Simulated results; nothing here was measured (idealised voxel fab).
Proc. module: voxel transistor to metal
Each square cell in cross-section cut measures 5 nm, and the section as a whole is 165 nm wide.
Cross-section = grid of square cells, listed top down in bands; band = one or more rows. Read a band's entry like this: the first values are the height of its top and the height of its bottom in nm, and what follows is the sequence of materials from left to right, each with its width in nm. Note that "empty" is empty space, and that a single material marked "edge to edge" reaches across the band from edge to edge. Heights are reckoned from 0. Under this level, the received wafer is all of one material. The bottommost band is open-ended downward, for example "0 down". With a width like "30->40", each row of cells in the band differs from the next by the same amount, the top row carrying the first number and the bottom row the second. Any step labelled "no modifications" changed none of the cells in the cross-section. What "Fully sealed voids" gives you is every empty space of 8 cells or more that is cut off from the top. Each appears as width x height at distance, with the distance taken from the left edge and width, height and distance all in nm. If you see something after the settings on a step's line, that's the simulator's own remark about that step. On any step carrying a mask, the "overlay nm" setting, if present on the step's line, tells how far right of its planned place the mask lay; negative values point to the left.
## Listed below are the process steps as planned
1 RECEIVE | material Si
2 CONFORMAL_DEP | material SiO2 | thk nm 5
3 CONFORMAL_DEP | material SiN | thk nm 15
4 MASKED_ETCH | tone cover | mask id ACTIVE | width nm 105 | etch materials SiN | depth nm 15 | overlay nm 0
5 MASKED_ETCH | tone cover | mask id ACTIVE | width nm 105 | etch materials SiO2 | depth nm 5 | overlay nm 0
6 MASKED_ETCH | tone cover | mask id ACTIVE | width nm 105 | etch materials Si | depth nm 25 | overlay nm 0
7 FILL_DEP | material SiO2 | thk nm 15
8 CMP | height nm 20
9 SELECTIVE_ETCH | etch materials SiO2 | depth nm 10
10 STRIP | etch materials SiN
11 SELECTIVE_ETCH | etch materials SiO2 | depth nm 5
12 OXIDIZE | depth nm 5
13 DIRECTIONAL_DEP | material polySi | thk nm 20
14 DIRECTIONAL_DEP | material SiCN | thk nm 15
15 DIRECTIONAL_DEP | material aC | thk nm 10
16 PATTERN | tone cover | mask id GATE | material resist | width nm 35 | thk nm 25 | overlay nm 0
17 DIRECTIONAL_ETCH | etch materials aC | depth nm 10
18 STRIP | etch materials resist
19 DIRECTIONAL_ETCH | etch materials SiCN | depth nm 25
20 DIRECTIONAL_ETCH | etch materials polySi | depth nm 30
21 STRIP | etch materials aC
22 CONFORMAL_DEP | material SiO2 | thk nm 5
23 DIRECTIONAL_ETCH | etch materials SiO2 | depth nm 5
24 CONFORMAL_DEP | material SiN | thk nm 10
25 DIRECTIONAL_ETCH | etch materials SiN | depth nm 10
26 DIRECTIONAL_ETCH | etch materials SiO2 | depth nm 5
27 DIRECTIONAL_ETCH | etch materials Si | depth nm 5
28 EPI | material nSi | thk nm 10
29 FILL_DEP | material SiO2 | thk nm 10
30 CMP | height nm 20
31 STRIP | etch materials polySi
32 SELECTIVE_ETCH | etch materials SiO2 | depth nm 5
33 CONFORMAL_DEP | material HfO2 | thk nm 5
34 CONFORMAL_DEP | material TiN | thk nm 5
35 FILL_DEP | material W | thk nm 10
36 CMP | height nm 15
37 DIRECTIONAL_DEP | material SiO2 | thk nm 10
38 MASKED_ETCH | tone open | mask id CONTACT | width nm 15 | pitch nm 80 | etch materials SiO2 | depth nm 20 | overlay nm 0
39 CONFORMAL_DEP | material TiN | thk nm 5
40 FILL_DEP | material W | thk nm 5
41 CMP | height nm 25
42 CONFORMAL_DEP | material SiCN | thk nm 5
43 DIRECTIONAL_DEP | material SiO2 | thk nm 20
44 DIRECTIONAL_DEP | material aC | thk nm 10
45 PATTERN | tone open | mask id METAL_1 | material resist | width nm 15 | pitch nm 80 | thk nm 25 | overlay nm 0
46 DIRECTIONAL_ETCH | etch materials aC | depth nm 10
47 STRIP | etch materials resist
48 DIRECTIONAL_ETCH | etch materials SiO2 | depth nm 20
49 DIRECTIONAL_ETCH | etch materials SiCN | depth nm 5
50 STRIP | etch materials aC
51 CONFORMAL_DEP | material TiN | thk nm 5
52 FILL_DEP | material Cu | thk nm 10
53 CMP | height nm 50
54 CONFORMAL_DEP | material SiCN | thk nm 5
55 DIRECTIONAL_DEP | material lowk | thk nm 25
56 MASKED_ETCH | tone open | mask id METAL_2 | width nm 15 | pitch nm 80 | etch materials lowk | depth nm 15 | overlay nm 0
57 MASKED_ETCH | tone open | mask id METAL_2_HOLES | width nm 15 | pitch nm 80 | etch materials lowk | depth nm 10 | overlay nm 0
58 MASKED_ETCH | tone open | mask id METAL_2_HOLES | width nm 15 | pitch nm 80 | etch materials SiCN | depth nm 5 | overlay nm 0
59 CONFORMAL_DEP | material TiN | thk nm 5
60 FILL_DEP | material Ru | thk nm 5
61 CMP | height nm 80
62 CONFORMAL_DEP | material SiCN | thk nm 5
## Wafer at receipt (post step 1), cross-section
0 down | Si edge to edge
Fully sealed voids: none
## This is how the wafer looks in cross-section once the module is done, given the starting state and plan above and one mistake in carrying the plan out
85 to 80 | SiCN edge to edge
80 to 55 | lowk 35 | TiN 5 | Ru 5 | TiN 5 | lowk 65 | TiN 5 | Ru 5 | TiN 5 | lowk 35
55 to 50 | SiCN 35 | TiN 15 | SiCN 65 | TiN 15 | SiCN 35
50 to 30 | SiO2 35 | TiN 5 | Cu 5 | TiN 5 | SiO2 65 | TiN 5 | Cu 5 | TiN 5 | SiO2 35
30 to 25 | SiCN 35 | TiN 15 | SiCN 65 | TiN 15 | SiCN 35
25 to 15 | SiO2 35 | TiN 5 | W 5 | TiN 5 | SiO2 65 | TiN 5 | W 5 | TiN 5 | SiO2 35
15 to 10 | SiO2 35 | TiN 5 | W 5 | TiN 5 | SiO2 5 | SiN 10 | HfO2 5 | TiN 5 | W 15 | TiN 5 | HfO2 5 | SiN 10 | SiO2 5 | TiN 5 | W 5 | TiN 5 | SiO2 35
10 to 5 | SiO2 35 | TiN 15 | SiO2 5 | SiN 10 | HfO2 5 | TiN 5 | W 15 | TiN 5 | HfO2 5 | SiN 10 | SiO2 5 | TiN 15 | SiO2 35
5 to 0 | SiO2 30 | SiN 10 | nSi 15 | SiN 10 | HfO2 5 | TiN 25 | HfO2 5 | SiN 10 | nSi 15 | SiN 10 | SiO2 30
0 to -5 | SiO2 40 | nSi 15 | SiO2 10 | HfO2 35 | SiO2 10 | nSi 15 | SiO2 40
-5 to -10 | SiO2 30 | Si 10 | nSi 15 | Si 55 | nSi 15 | Si 10 | SiO2 30
-10 to -25 | SiO2 30 | Si 105 | SiO2 30
-25 down | Si edge to edge
Fully sealed voids: none
In executing the process, a mistake was made relative to the plan: step 16 ran with different settings than intended, the actual operation and settings being PATTERN | tone cover | mask id GATE | material resist | width nm 25 | thk nm 25 | overlay nm 0
